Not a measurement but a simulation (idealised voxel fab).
Process module under the name voxel self aligned contacts
We display cut, a cross-section 300 nm in width whose square cells are each 5 nm.
Just so we're on the same page, the cross-sections are grids of square cells, and they're listed out in bands top to bottom, each band one or more rows deep. In this notation a band is specified by the heights of its top and bottom, in that order and in nm, after which its materials appear from left to right, each paired with its width in nm. The word "all across" attached to a single material means that material fills the band from edge to edge; the word "air" stands for empty space. Ref level 0: as-received wafer is one material below here. Bottom band extends down with no lower bound ("0 nm and below"). The two numbers in a width such as "30 to 40" mark its ends across the band: the first belongs to the top row of cells, the second to the bottom row, and from each row to the next the width moves by the same amount. A step reported as "nothing was modified" is a step in which no cell of the cross-section changed. You'll see "Entrapped void list" listing empty spaces that have no way open to the top, as long as they're 8 cells or more; the notation is width x height at distance, where the distance is from the left edge, and all of it is in nm. On each step's line, the part that comes after the settings is the simulator's own comment on the step. overlay nm: where the mask lay relative to plan, measured to the right, on steps with a mask; negatives go left. Pairs from here to the end. Each: cross-section before one process step, cross-section after it, the latter only as far down as the lowest band that changed. Under each: the step between, and its settings. Mind that the pairs may be taken from different runs of this module on the same starting wafer; whether a pair continues from the pair above depends on its entry headed "Before-step section", and it does only where that entry says so.

Before-step section
> 60 nm to 50 nm = aC all across
> 50 nm to 25 nm = SiN all across
> 25 nm to 20 nm = SiO2 all across
> 20 nm to 0 nm = polySi all across
> 0 nm and below = Si all across
> Entrapped void list: none

Resultant Cross-Section
> 85 nm to 60 nm = 50 air; 35 resist; 45 air; 35 resist; 45 air; 35 resist; 55 air
> below 60: unchanged
> Entrapped void list: none
Step that separates the before view from the after view above: PATTERN with tone cover, mask id GATE, material resist, width nm 35, pitch nm 80, thk nm 25, overlay nm 0

Before-step section: The pre-step condition corresponds to the post-step cross-section depicted in the pair directly above.

Resultant Cross-Section
> 75 nm to 60 nm = 50 air; 35 resist; 45 air; 35 resist; 45 air; 35 resist; 55 air
> 60 nm to 50 nm = 50 air; 35 aC; 45 air; 35 aC; 45 air; 35 aC; 55 air
> below 50: unchanged
> Entrapped void list: none
Step that separates the before view from the after view above: DIRECTIONAL_ETCH with etch materials aC, depth nm 10

Before-step section: The pre-step condition corresponds to the post-step cross-section depicted in the pair directly above.

Resultant Cross-Section
> 60 nm to 50 nm = 50 air; 35 aC; 45 air; 35 aC; 45 air; 35 aC; 55 air
> below 50: unchanged
> Entrapped void list: none
Step that separates the before view from the after view above: STRIP with etch materials resist

Before-step section: The pre-step condition corresponds to the post-step cross-section depicted in the pair directly above.

Resultant Cross-Section
> 60 nm to 50 nm = 50 air; 35 aC; 45 air; 35 aC; 45 air; 35 aC; 55 air
> 50 nm to 25 nm = 50 air; 35 SiN; 45 air; 35 SiN; 45 air; 35 SiN; 55 air
> below 25: unchanged
> Entrapped void list: none
Step that separates the before view from the after view above: DIRECTIONAL_ETCH with etch materials SiN, depth nm 25

Before-step section: The pre-step condition corresponds to the post-step cross-section depicted in the pair directly above.

Resultant Cross-Section
> 50 nm to 25 nm = 50 air; 35 SiN; 45 air; 35 SiN; 45 air; 35 SiN; 55 air
> below 25: unchanged
> Entrapped void list: none
Step that separates the before view from the after view above: STRIP with etch materials aC

Before-step section: The pre-step condition corresponds to the post-step cross-section depicted in the pair directly above.

Resultant Cross-Section
> 60 nm to 35 nm = 40 air; 55 SiN; 25 air; 55 SiN; 25 air; 55 SiN; 45 air
> 35 nm to 25 nm = SiN all across
> below 25: unchanged
> Entrapped void list: none
Step that separates the before view from the after view above: CONFORMAL_DEP with material SiN, thk nm 10

Before-step section: The pre-step condition corresponds to the post-step cross-section depicted in the pair directly above.

Resultant Cross-Section
> 50 nm to 25 nm = 40 air; 55 SiN; 25 air; 55 SiN; 25 air; 55 SiN; 45 air
> below 25: unchanged
> Entrapped void list: none
Step that separates the before view from the after view above: DIRECTIONAL_ETCH with etch materials SiN, depth nm 10

Before-step section: The pre-step condition corresponds to the post-step cross-section depicted in the pair directly above.

Resultant Cross-Section
> 65 nm to 50 nm = SiO2 all across
> 50 nm to 25 nm = 40 SiO2; 55 SiN; 25 SiO2; 55 SiN; 25 SiO2; 55 SiN; 45 SiO2
> below 25: unchanged
> Entrapped void list: none
Step that separates the before view from the after view above: FILL_DEP with material SiO2, thk nm 15

Before-step section: The pre-step condition corresponds to the post-step cross-section depicted in the pair directly above.

Resultant Cross-Section
> 60 nm to 50 nm = SiO2 all across
> below 50: unchanged
> Entrapped void list: none
Step that separates the before view from the after view above: CMP with height nm 60

Before-step section: The pre-step condition corresponds to the post-step cross-section depicted in the pair directly above.

Resultant Cross-Section
> 70 nm to 60 nm = aC all across
> below 60: unchanged
> Entrapped void list: none
Step that separates the before view from the after view above: DIRECTIONAL_DEP with material aC, thk nm 10

Before-step section: The pre-step condition corresponds to the post-step cross-section depicted in the pair directly above.

Resultant Cross-Section
> 95 nm to 70 nm = 75 resist; 65 air; 15 resist; 65 air; 80 resist
> below 70: unchanged
> Entrapped void list: none
Step that separates the before view from the after view above: PATTERN with tone open, mask id CONTACT, material resist, width nm 65, pitch nm 80, thk nm 25, overlay nm 0

Before-step section: The pre-step condition corresponds to the post-step cross-section depicted in the pair directly above.

Resultant Cross-Section
> 85 nm to 70 nm = 75 resist; 65 air; 15 resist; 65 air; 80 resist
> 70 nm to 60 nm = 75 aC; 65 air; 15 aC; 65 air; 80 aC
> below 60: unchanged
> Entrapped void list: none
Step that separates the before view from the after view above: DIRECTIONAL_ETCH with etch materials aC, depth nm 10

Before-step section: The pre-step condition corresponds to the post-step cross-section depicted in the pair directly above.

Resultant Cross-Section
> 70 nm to 60 nm = 75 aC; 65 air; 15 aC; 65 air; 80 aC
> below 60: unchanged
> Entrapped void list: none
Step that separates the before view from the after view above: STRIP with etch materials resist

Before-step section: The pre-step condition corresponds to the post-step cross-section depicted in the pair directly above.

Resultant Cross-Section
> 70 nm to 60 nm = 75 aC; 65 air; 15 aC; 65 air; 80 aC
> 60 nm to 50 nm = 75 SiO2; 65 air; 15 SiO2; 65 air; 80 SiO2
> 50 nm to 25 nm = 40 SiO2; 55 SiN; 25 air; 55 SiN; 25 air; 55 SiN; 45 SiO2
> 25 nm to 20 nm = 95 SiO2; 25 air; 55 SiO2; 25 air; 100 SiO2
> below 20: unchanged
> Entrapped void list: none
Step that separates the before view from the after view above: DIRECTIONAL_ETCH with etch materials SiO2, depth nm 65

Before-step section: The pre-step condition corresponds to the post-step cross-section depicted in the pair directly above.

Resultant Cross-Section
> 60 nm to 50 nm = 75 SiO2; 65 air; 15 SiO2; 65 air; 80 SiO2
> below 50: unchanged
> Entrapped void list: none
Step that separates the before view from the after view above: STRIP with etch materials aC

Before-step section: The pre-step condition corresponds to the post-step cross-section depicted in the pair directly above.

Resultant Cross-Section
> 65 nm to 60 nm = 80 TiN; 55 air; 25 TiN; 55 air; 85 TiN
> 60 nm to 50 nm = 75 SiO2; 5 to 25 TiN; 55 to 15 air; 5 to 25 TiN; 15 SiO2; 5 to 25 TiN; 55 to 15 air; 5 to 25 TiN; 80 SiO2
> 50 nm to 25 nm = 40 SiO2; 55 SiN; 5 TiN; 15 air; 5 TiN; 55 SiN; 5 TiN; 15 air; 5 TiN; 55 SiN; 45 SiO2
> 25 nm to 20 nm = 95 SiO2; 25 TiN; 55 SiO2; 25 TiN; 100 SiO2
> below 20: unchanged
> Entrapped void list: none
Step that separates the before view from the after view above: CONFORMAL_DEP with material TiN, thk nm 5

Before-step section: The pre-step condition corresponds to the post-step cross-section depicted in the pair directly above.

Resultant Cross-Section
> 75 nm to 65 nm = Ru all across
> 65 nm to 60 nm = 80 TiN; 55 Ru; 25 TiN; 55 Ru; 85 TiN
> 60 nm to 50 nm = 75 SiO2; 5 to 25 TiN; 55 to 15 Ru; 5 to 25 TiN; 15 SiO2; 5 to 25 TiN; 55 to 15 Ru; 5 to 25 TiN; 80 SiO2
> 50 nm to 25 nm = 40 SiO2; 55 SiN; 5 TiN; 15 Ru; 5 TiN; 55 SiN; 5 TiN; 15 Ru; 5 TiN; 55 SiN; 45 SiO2
> below 25: unchanged
> Entrapped void list: none
Step that separates the before view from the after view above: FILL_DEP with material Ru, thk nm 10

Before-step section: The pre-step condition corresponds to the post-step cross-section depicted in the pair directly above.

Resultant Cross-Section
> 60 nm to 50 nm = 75 SiO2; 5 to 25 TiN; 55 to 15 Ru; 5 to 25 TiN; 15 SiO2; 5 to 25 TiN; 55 to 15 Ru; 5 to 25 TiN; 80 SiO2
> below 50: unchanged
> Entrapped void list: none
Step that separates the before view from the after view above: CMP with height nm 60

Before-step section: The pre-step condition corresponds to the post-step cross-section depicted in the pair directly above.

Resultant Cross-Section
> 65 nm to 60 nm = SiN all across
> below 60: unchanged
> Entrapped void list: none
Step that separates the before view from the after view above: CONFORMAL_DEP with material SiN, thk nm 5

Before-step section
> 60 nm to 50 nm = 50 air; 35 aC; 45 air; 35 aC; 45 air; 35 aC; 55 air
> 50 nm to 25 nm = 50 air; 35 SiN; 45 air; 35 SiN; 45 air; 35 SiN; 55 air
> 25 nm to 0 nm = polySi all across
> 0 nm to -5 nm = SiO2 all across
> -5 nm and below = Si all across
> Entrapped void list: none

Resultant Cross-Section
> 60 nm to 50 nm = 50 air; 35 aC; 45 air; 35 aC; 45 air; 35 aC; 55 air
> 50 nm to 25 nm = 50 air; 35 SiN; 45 air; 35 SiN; 45 air; 35 SiN; 55 air
> 25 nm to 5 nm = 50 air; 35 polySi; 45 air; 35 polySi; 45 air; 35 polySi; 55 air
> below 5: unchanged
> Entrapped void list: none
Step that separates the before view from the after view above: DIRECTIONAL_ETCH with etch materials polySi, depth nm 20

Before-step section: The pre-step condition corresponds to the post-step cross-section depicted in the pair directly above.

Resultant Cross-Section
> 50 nm to 25 nm = 50 air; 35 SiN; 45 air; 35 SiN; 45 air; 35 SiN; 55 air
> below 25: unchanged
> Entrapped void list: none
Step that separates the before view from the after view above: STRIP with etch materials aC

Before-step section: The pre-step condition corresponds to the post-step cross-section depicted in the pair directly above.

Resultant Cross-Section
> 60 nm to 25 nm = 40 air; 55 SiN; 25 air; 55 SiN; 25 air; 55 SiN; 45 air
> 25 nm to 15 nm = 40 air; 10 SiN; 35 polySi; 10 SiN; 25 air; 10 SiN; 35 polySi; 10 SiN; 25 air; 10 SiN; 35 polySi; 10 SiN; 45 air
> 15 nm to 5 nm = 50 SiN; 35 polySi; 45 SiN; 35 polySi; 45 SiN; 35 polySi; 55 SiN
> below 5: unchanged
> Entrapped void list: none
Step that separates the before view from the after view above: CONFORMAL_DEP with material SiN, thk nm 10

Before-step section: The pre-step condition corresponds to the post-step cross-section depicted in the pair directly above.

Resultant Cross-Section
> 50 nm to 25 nm = 40 air; 55 SiN; 25 air; 55 SiN; 25 air; 55 SiN; 45 air
> 25 nm to 5 nm = 40 air; 10 SiN; 35 polySi; 10 SiN; 25 air; 10 SiN; 35 polySi; 10 SiN; 25 air; 10 SiN; 35 polySi; 10 SiN; 45 air
> below 5: unchanged
> Entrapped void list: none
Step that separates the before view from the after view above: DIRECTIONAL_ETCH with etch materials SiN, depth nm 10

Before-step section: The pre-step condition corresponds to the post-step cross-section depicted in the pair directly above.

Resultant Cross-Section
> 65 nm to 50 nm = SiO2 all across
> 50 nm to 25 nm = 40 SiO2; 55 SiN; 25 SiO2; 55 SiN; 25 SiO2; 55 SiN; 45 SiO2
> 25 nm to 5 nm = 40 SiO2; 10 SiN; 35 polySi; 10 SiN; 25 SiO2; 10 SiN; 35 polySi; 10 SiN; 25 SiO2; 10 SiN; 35 polySi; 10 SiN; 45 SiO2
> below 5: unchanged
> Entrapped void list: none
Step that separates the before view from the after view above: FILL_DEP with material SiO2, thk nm 15

Before-step section: The pre-step condition corresponds to the post-step cross-section depicted in the pair directly above.

Resultant Cross-Section
> 60 nm to 50 nm = SiO2 all across
> below 50: unchanged
> Entrapped void list: none
Step that separates the before view from the after view above: CMP with height nm 60

Before-step section: The pre-step condition corresponds to the post-step cross-section depicted in the pair directly above.

Resultant Cross-Section
> 70 nm to 60 nm = aC all across
> below 60: unchanged
> Entrapped void list: none
Step that separates the before view from the after view above: DIRECTIONAL_DEP with material aC, thk nm 10

Before-step section: The pre-step condition corresponds to the post-step cross-section depicted in the pair directly above.

Resultant Cross-Section
> 95 nm to 70 nm = 75 resist; 65 air; 15 resist; 65 air; 80 resist
> below 70: unchanged
> Entrapped void list: none
Step that separates the before view from the after view above: PATTERN with tone open, mask id CONTACT, material resist, width nm 65, pitch nm 80, thk nm 25, overlay nm 0

Before-step section: The pre-step condition corresponds to the post-step cross-section depicted in the pair directly above.

Resultant Cross-Section
> 85 nm to 70 nm = 75 resist; 65 air; 15 resist; 65 air; 80 resist
> 70 nm to 60 nm = 75 aC; 65 air; 15 aC; 65 air; 80 aC
> below 60: unchanged
> Entrapped void list: none
Step that separates the before view from the after view above: DIRECTIONAL_ETCH with etch materials aC, depth nm 10

Before-step section: The pre-step condition corresponds to the post-step cross-section depicted in the pair directly above.

Resultant Cross-Section
> 70 nm to 60 nm = 75 aC; 65 air; 15 aC; 65 air; 80 aC
> below 60: unchanged
> Entrapped void list: none
Step that separates the before view from the after view above: STRIP with etch materials resist

Before-step section: The pre-step condition corresponds to the post-step cross-section depicted in the pair directly above.

Resultant Cross-Section
> 70 nm to 60 nm = 75 aC; 65 air; 15 aC; 65 air; 80 aC
> 60 nm to 50 nm = 75 SiO2; 65 air; 15 SiO2; 65 air; 80 SiO2
> 50 nm to 25 nm = 40 SiO2; 55 SiN; 25 air; 55 SiN; 25 air; 55 SiN; 45 SiO2
> 25 nm to 5 nm = 40 SiO2; 10 SiN; 35 polySi; 10 SiN; 25 air; 10 SiN; 35 polySi; 10 SiN; 25 air; 10 SiN; 35 polySi; 10 SiN; 45 SiO2
> below 5: unchanged
> Entrapped void list: none
Step that separates the before view from the after view above: DIRECTIONAL_ETCH with etch materials SiO2, depth nm 65

Before-step section: The pre-step condition corresponds to the post-step cross-section depicted in the pair directly above.

Resultant Cross-Section
> 60 nm to 50 nm = 75 SiO2; 65 air; 15 SiO2; 65 air; 80 SiO2
> below 50: unchanged
> Entrapped void list: none
Step that separates the before view from the after view above: STRIP with etch materials aC

Before-step section: The pre-step condition corresponds to the post-step cross-section depicted in the pair directly above.

Resultant Cross-Section
> 65 nm to 60 nm = 80 TiN; 55 air; 25 TiN; 55 air; 85 TiN
> 60 nm to 50 nm = 75 SiO2; 5 to 25 TiN; 55 to 15 air; 5 to 25 TiN; 15 SiO2; 5 to 25 TiN; 55 to 15 air; 5 to 25 TiN; 80 SiO2
> 50 nm to 25 nm = 40 SiO2; 55 SiN; 5 TiN; 15 air; 5 TiN; 55 SiN; 5 TiN; 15 air; 5 TiN; 55 SiN; 45 SiO2
> 25 nm to 10 nm = 40 SiO2; 10 SiN; 35 polySi; 10 SiN; 5 TiN; 15 air; 5 TiN; 10 SiN; 35 polySi; 10 SiN; 5 TiN; 15 air; 5 TiN; 10 SiN; 35 polySi; 10 SiN; 45 SiO2
> 10 nm to 5 nm = 40 SiO2; 10 SiN; 35 polySi; 10 SiN; 25 TiN; 10 SiN; 35 polySi; 10 SiN; 25 TiN; 10 SiN; 35 polySi; 10 SiN; 45 SiO2
> below 5: unchanged
> Entrapped void list: none
Step that separates the before view from the after view above: CONFORMAL_DEP with material TiN, thk nm 5

Before-step section: The pre-step condition corresponds to the post-step cross-section depicted in the pair directly above.

Resultant Cross-Section
> 75 nm to 65 nm = Ru all across
> 65 nm to 60 nm = 80 TiN; 55 Ru; 25 TiN; 55 Ru; 85 TiN
> 60 nm to 50 nm = 75 SiO2; 5 to 25 TiN; 55 to 15 Ru; 5 to 25 TiN; 15 SiO2; 5 to 25 TiN; 55 to 15 Ru; 5 to 25 TiN; 80 SiO2
> 50 nm to 25 nm = 40 SiO2; 55 SiN; 5 TiN; 15 Ru; 5 TiN; 55 SiN; 5 TiN; 15 Ru; 5 TiN; 55 SiN; 45 SiO2
> 25 nm to 10 nm = 40 SiO2; 10 SiN; 35 polySi; 10 SiN; 5 TiN; 15 Ru; 5 TiN; 10 SiN; 35 polySi; 10 SiN; 5 TiN; 15 Ru; 5 TiN; 10 SiN; 35 polySi; 10 SiN; 45 SiO2
> below 10: unchanged
> Entrapped void list: none
Step that separates the before view from the after view above: FILL_DEP with material Ru, thk nm 10

Before-step section: The pre-step condition corresponds to the post-step cross-section depicted in the pair directly above.

Resultant Cross-Section
> 60 nm to 50 nm = 75 SiO2; 5 to 25 TiN; 55 to 15 Ru; 5 to 25 TiN; 15 SiO2; 5 to 25 TiN; 55 to 15 Ru; 5 to 25 TiN; 80 SiO2
> below 50: unchanged
> Entrapped void list: none
Step that separates the before view from the after view above: CMP with height nm 60

Before-step section: The pre-step condition corresponds to the post-step cross-section depicted in the pair directly above.

Resultant Cross-Section
> 65 nm to 60 nm = SiN all across
> below 60: unchanged
> Entrapped void list: none
Step that separates the before view from the after view above: CONFORMAL_DEP with material SiN, thk nm 5

Before-step section
> 60 nm to 50 nm = aC all across
> 50 nm to 25 nm = SiN all across
> 25 nm to 0 nm = polySi all across
> 0 nm to -5 nm = SiO2 all across
> -5 nm and below = Si all across
> Entrapped void list: none

Resultant Cross-Section
> 85 nm to 60 nm = 45 air; 45 resist; 35 air; 45 resist; 35 air; 45 resist; 50 air
> below 60: unchanged
> Entrapped void list: none
Step that separates the before view from the after view above: PATTERN with tone cover, mask id GATE, material resist, width nm 45, pitch nm 80, thk nm 25, overlay nm 0

Before-step section: The pre-step condition corresponds to the post-step cross-section depicted in the pair directly above.

Resultant Cross-Section
> 75 nm to 60 nm = 45 air; 45 resist; 35 air; 45 resist; 35 air; 45 resist; 50 air
> 60 nm to 50 nm = 45 air; 45 aC; 35 air; 45 aC; 35 air; 45 aC; 50 air
> below 50: unchanged
> Entrapped void list: none
Step that separates the before view from the after view above: DIRECTIONAL_ETCH with etch materials aC, depth nm 10

Before-step section: The pre-step condition corresponds to the post-step cross-section depicted in the pair directly above.

Resultant Cross-Section
> 60 nm to 50 nm = 45 air; 45 aC; 35 air; 45 aC; 35 air; 45 aC; 50 air
> below 50: unchanged
> Entrapped void list: none
Step that separates the before view from the after view above: STRIP with etch materials resist

Before-step section: The pre-step condition corresponds to the post-step cross-section depicted in the pair directly above.

Resultant Cross-Section
> 60 nm to 50 nm = 45 air; 45 aC; 35 air; 45 aC; 35 air; 45 aC; 50 air
> 50 nm to 25 nm = 45 air; 45 SiN; 35 air; 45 SiN; 35 air; 45 SiN; 50 air
> below 25: unchanged
> Entrapped void list: none
Step that separates the before view from the after view above: DIRECTIONAL_ETCH with etch materials SiN, depth nm 25

Before-step section: The pre-step condition corresponds to the post-step cross-section depicted in the pair directly above.

Resultant Cross-Section
> 60 nm to 50 nm = 45 air; 45 aC; 35 air; 45 aC; 35 air; 45 aC; 50 air
> 50 nm to 25 nm = 45 air; 45 SiN; 35 air; 45 SiN; 35 air; 45 SiN; 50 air
> 25 nm to 0 nm = 45 air; 45 polySi; 35 air; 45 polySi; 35 air; 45 polySi; 50 air
> below 0: unchanged
> Entrapped void list: none
Step that separates the before view from the after view above: DIRECTIONAL_ETCH with etch materials polySi, depth nm 25

Before-step section: The pre-step condition corresponds to the post-step cross-section depicted in the pair directly above.

Resultant Cross-Section
> 50 nm to 25 nm = 45 air; 45 SiN; 35 air; 45 SiN; 35 air; 45 SiN; 50 air
> below 25: unchanged
> Entrapped void list: none
Step that separates the before view from the after view above: STRIP with etch materials aC

Before-step section: The pre-step condition corresponds to the post-step cross-section depicted in the pair directly above.

Resultant Cross-Section
> 60 nm to 25 nm = 35 air; 65 SiN; 15 air; 65 SiN; 15 air; 65 SiN; 40 air
> 25 nm to 10 nm = 35 air; 10 SiN; 45 polySi; 10 SiN; 15 air; 10 SiN; 45 polySi; 10 SiN; 15 air; 10 SiN; 45 polySi; 10 SiN; 40 air
> 10 nm to 0 nm = 45 SiN; 45 polySi; 35 SiN; 45 polySi; 35 SiN; 45 polySi; 50 SiN
> below 0: unchanged
> Entrapped void list: none
Step that separates the before view from the after view above: CONFORMAL_DEP with material SiN, thk nm 10

Before-step section: The pre-step condition corresponds to the post-step cross-section depicted in the pair directly above.

Resultant Cross-Section
> 50 nm to 25 nm = 35 air; 65 SiN; 15 air; 65 SiN; 15 air; 65 SiN; 40 air
> 25 nm to 0 nm = 35 air; 10 SiN; 45 polySi; 10 SiN; 15 air; 10 SiN; 45 polySi; 10 SiN; 15 air; 10 SiN; 45 polySi; 10 SiN; 40 air
> below 0: unchanged
> Entrapped void list: none
Step that separates the before view from the after view above: DIRECTIONAL_ETCH with etch materials SiN, depth nm 10

Before-step section: The pre-step condition corresponds to the post-step cross-section depicted in the pair directly above.

Resultant Cross-Section
> 65 nm to 50 nm = SiO2 all across
> 50 nm to 25 nm = 35 SiO2; 65 SiN; 15 SiO2; 65 SiN; 15 SiO2; 65 SiN; 40 SiO2
> 25 nm to 0 nm = 35 SiO2; 10 SiN; 45 polySi; 10 SiN; 15 SiO2; 10 SiN; 45 polySi; 10 SiN; 15 SiO2; 10 SiN; 45 polySi; 10 SiN; 40 SiO2
> below 0: unchanged
> Entrapped void list: none
Step that separates the before view from the after view above: FILL_DEP with material SiO2, thk nm 15

Before-step section: The pre-step condition corresponds to the post-step cross-section depicted in the pair directly above.

Resultant Cross-Section
> 60 nm to 50 nm = SiO2 all across
> below 50: unchanged
> Entrapped void list: none
Step that separates the before view from the after view above: CMP with height nm 60

Before-step section: The pre-step condition corresponds to the post-step cross-section depicted in the pair directly above.

Resultant Cross-Section
> 70 nm to 60 nm = aC all across
> below 60: unchanged
> Entrapped void list: none
Step that separates the before view from the after view above: DIRECTIONAL_DEP with material aC, thk nm 10

Before-step section: The pre-step condition corresponds to the post-step cross-section depicted in the pair directly above.

Resultant Cross-Section
> 95 nm to 70 nm = 75 resist; 65 air; 15 resist; 65 air; 80 resist
> below 70: unchanged
> Entrapped void list: none
Step that separates the before view from the after view above: PATTERN with tone open, mask id CONTACT, material resist, width nm 65, pitch nm 80, thk nm 25, overlay nm 0

Before-step section: The pre-step condition corresponds to the post-step cross-section depicted in the pair directly above.

Resultant Cross-Section
> 85 nm to 70 nm = 75 resist; 65 air; 15 resist; 65 air; 80 resist
> 70 nm to 60 nm = 75 aC; 65 air; 15 aC; 65 air; 80 aC
> below 60: unchanged
> Entrapped void list: none
Step that separates the before view from the after view above: DIRECTIONAL_ETCH with etch materials aC, depth nm 10

Before-step section: The pre-step condition corresponds to the post-step cross-section depicted in the pair directly above.

Resultant Cross-Section
> 70 nm to 60 nm = 75 aC; 65 air; 15 aC; 65 air; 80 aC
> below 60: unchanged
> Entrapped void list: none
Step that separates the before view from the after view above: STRIP with etch materials resist

Before-step section: The pre-step condition corresponds to the post-step cross-section depicted in the pair directly above.

Resultant Cross-Section
> 70 nm to 60 nm = 75 aC; 65 air; 15 aC; 65 air; 80 aC
> 60 nm to 50 nm = 75 SiO2; 65 air; 15 SiO2; 65 air; 80 SiO2
> 50 nm to 25 nm = 35 SiO2; 65 SiN; 15 air; 65 SiN; 15 air; 65 SiN; 40 SiO2
> 25 nm to 0 nm = 35 SiO2; 10 SiN; 45 polySi; 10 SiN; 15 air; 10 SiN; 45 polySi; 10 SiN; 15 air; 10 SiN; 45 polySi; 10 SiN; 40 SiO2
> 0 nm to -5 nm = 100 SiO2; 15 air; 65 SiO2; 15 air; 105 SiO2
> below -5: unchanged
> Entrapped void list: none
Step that separates the before view from the after view above: DIRECTIONAL_ETCH with etch materials SiO2, depth nm 65

Before-step section: The pre-step condition corresponds to the post-step cross-section depicted in the pair directly above.

Resultant Cross-Section
> 60 nm to 50 nm = 75 SiO2; 65 air; 15 SiO2; 65 air; 80 SiO2
> below 50: unchanged
> Entrapped void list: none
Step that separates the before view from the after view above: STRIP with etch materials aC

Before-step section: The pre-step condition corresponds to the post-step cross-section depicted in the pair directly above.

Resultant Cross-Section
> 65 nm to 60 nm = 80 TiN; 55 air; 25 TiN; 55 air; 85 TiN
> 60 nm to 50 nm = 75 SiO2; 5 to 30 TiN; 55 to 5 air; 5 to 30 TiN; 15 SiO2; 5 to 30 TiN; 55 to 5 air; 5 to 30 TiN; 80 SiO2
> 50 nm to 25 nm = 35 SiO2; 65 SiN; 5 TiN; 5 air; 5 TiN; 65 SiN; 5 TiN; 5 air; 5 TiN; 65 SiN; 40 SiO2
> 25 nm to 0 nm = 35 SiO2; 10 SiN; 45 polySi; 10 SiN; 5 TiN; 5 air; 5 TiN; 10 SiN; 45 polySi; 10 SiN; 5 TiN; 5 air; 5 TiN; 10 SiN; 45 polySi; 10 SiN; 40 SiO2
> 0 nm to -5 nm = 100 SiO2; 15 TiN; 65 SiO2; 15 TiN; 105 SiO2
> below -5: unchanged
> Entrapped void list: none
Step that separates the before view from the after view above: CONFORMAL_DEP with material TiN, thk nm 5

Before-step section: The pre-step condition corresponds to the post-step cross-section depicted in the pair directly above.

Resultant Cross-Section
> 75 nm to 65 nm = Ru all across
> 65 nm to 60 nm = 80 TiN; 55 Ru; 25 TiN; 55 Ru; 85 TiN
> 60 nm to 50 nm = 75 SiO2; 5 to 30 TiN; 55 to 5 Ru; 5 to 30 TiN; 15 SiO2; 5 to 30 TiN; 55 to 5 Ru; 5 to 30 TiN; 80 SiO2
> 50 nm to 25 nm = 35 SiO2; 65 SiN; 5 TiN; 5 Ru; 5 TiN; 65 SiN; 5 TiN; 5 Ru; 5 TiN; 65 SiN; 40 SiO2
> 25 nm to 0 nm = 35 SiO2; 10 SiN; 45 polySi; 10 SiN; 5 TiN; 5 Ru; 5 TiN; 10 SiN; 45 polySi; 10 SiN; 5 TiN; 5 Ru; 5 TiN; 10 SiN; 45 polySi; 10 SiN; 40 SiO2
> below 0: unchanged
> Entrapped void list: none
Step that separates the before view from the after view above: FILL_DEP with material Ru, thk nm 10

Before-step section: The pre-step condition corresponds to the post-step cross-section depicted in the pair directly above.

Resultant Cross-Section
> 60 nm to 50 nm = 75 SiO2; 5 to 30 TiN; 55 to 5 Ru; 5 to 30 TiN; 15 SiO2; 5 to 30 TiN; 55 to 5 Ru; 5 to 30 TiN; 80 SiO2
> below 50: unchanged
> Entrapped void list: none
Step that separates the before view from the after view above: CMP with height nm 60

Before-step section: The pre-step condition corresponds to the post-step cross-section depicted in the pair directly above.

Resultant Cross-Section
> 65 nm to 60 nm = SiN all across
> below 60: unchanged
> Entrapped void list: none
Step that separates the before view from the after view above: CONFORMAL_DEP with material SiN, thk nm 5

Before-step section
> 60 nm to 50 nm = aC all across
> 50 nm to 25 nm = SiN all across
> 25 nm to 0 nm = polySi all across
> 0 nm to -5 nm = SiO2 all across
> -5 nm and below = Si all across
> Entrapped void list: none

Resultant Cross-Section
> 85 nm to 60 nm = 60 air; 35 resist; 45 air; 35 resist; 45 air; 35 resist; 45 air
> below 60: unchanged
> Entrapped void list: none
Step that separates the before view from the after view above: PATTERN with tone cover, mask id GATE, material resist, width nm 35, pitch nm 80, thk nm 25, overlay nm 10

Before-step section: The pre-step condition corresponds to the post-step cross-section depicted in the pair directly above.

Resultant Cross-Section
> 75 nm to 60 nm = 60 air; 35 resist; 45 air; 35 resist; 45 air; 35 resist; 45 air
> 60 nm to 50 nm = 60 air; 35 aC; 45 air; 35 aC; 45 air; 35 aC; 45 air
> below 50: unchanged
> Entrapped void list: none
Step that separates the before view from the after view above: DIRECTIONAL_ETCH with etch materials aC, depth nm 10

Before-step section: The pre-step condition corresponds to the post-step cross-section depicted in the pair directly above.

Resultant Cross-Section
> 60 nm to 50 nm = 60 air; 35 aC; 45 air; 35 aC; 45 air; 35 aC; 45 air
> below 50: unchanged
> Entrapped void list: none
Step that separates the before view from the after view above: STRIP with etch materials resist

Before-step section: The pre-step condition corresponds to the post-step cross-section depicted in the pair directly above.

Resultant Cross-Section
> 60 nm to 50 nm = 60 air; 35 aC; 45 air; 35 aC; 45 air; 35 aC; 45 air
> 50 nm to 25 nm = 60 air; 35 SiN; 45 air; 35 SiN; 45 air; 35 SiN; 45 air
> below 25: unchanged
> Entrapped void list: none
Step that separates the before view from the after view above: DIRECTIONAL_ETCH with etch materials SiN, depth nm 25

Before-step section: The pre-step condition corresponds to the post-step cross-section depicted in the pair directly above.

Resultant Cross-Section
> 60 nm to 50 nm = 60 air; 35 aC; 45 air; 35 aC; 45 air; 35 aC; 45 air
> 50 nm to 25 nm = 60 air; 35 SiN; 45 air; 35 SiN; 45 air; 35 SiN; 45 air
> 25 nm to 0 nm = 60 air; 35 polySi; 45 air; 35 polySi; 45 air; 35 polySi; 45 air
> below 0: unchanged
> Entrapped void list: none
Step that separates the before view from the after view above: DIRECTIONAL_ETCH with etch materials polySi, depth nm 25

Before-step section: The pre-step condition corresponds to the post-step cross-section depicted in the pair directly above.

Resultant Cross-Section
> 50 nm to 25 nm = 60 air; 35 SiN; 45 air; 35 SiN; 45 air; 35 SiN; 45 air
> below 25: unchanged
> Entrapped void list: none
Step that separates the before view from the after view above: STRIP with etch materials aC

Before-step section: The pre-step condition corresponds to the post-step cross-section depicted in the pair directly above.

Resultant Cross-Section
> 60 nm to 25 nm = 50 air; 55 SiN; 25 air; 55 SiN; 25 air; 55 SiN; 35 air
> 25 nm to 10 nm = 50 air; 10 SiN; 35 polySi; 10 SiN; 25 air; 10 SiN; 35 polySi; 10 SiN; 25 air; 10 SiN; 35 polySi; 10 SiN; 35 air
> 10 nm to 0 nm = 60 SiN; 35 polySi; 45 SiN; 35 polySi; 45 SiN; 35 polySi; 45 SiN
> below 0: unchanged
> Entrapped void list: none
Step that separates the before view from the after view above: CONFORMAL_DEP with material SiN, thk nm 10

Before-step section: The pre-step condition corresponds to the post-step cross-section depicted in the pair directly above.

Resultant Cross-Section
> 50 nm to 25 nm = 50 air; 55 SiN; 25 air; 55 SiN; 25 air; 55 SiN; 35 air
> 25 nm to 0 nm = 50 air; 10 SiN; 35 polySi; 10 SiN; 25 air; 10 SiN; 35 polySi; 10 SiN; 25 air; 10 SiN; 35 polySi; 10 SiN; 35 air
> below 0: unchanged
> Entrapped void list: none
Step that separates the before view from the after view above: DIRECTIONAL_ETCH with etch materials SiN, depth nm 10
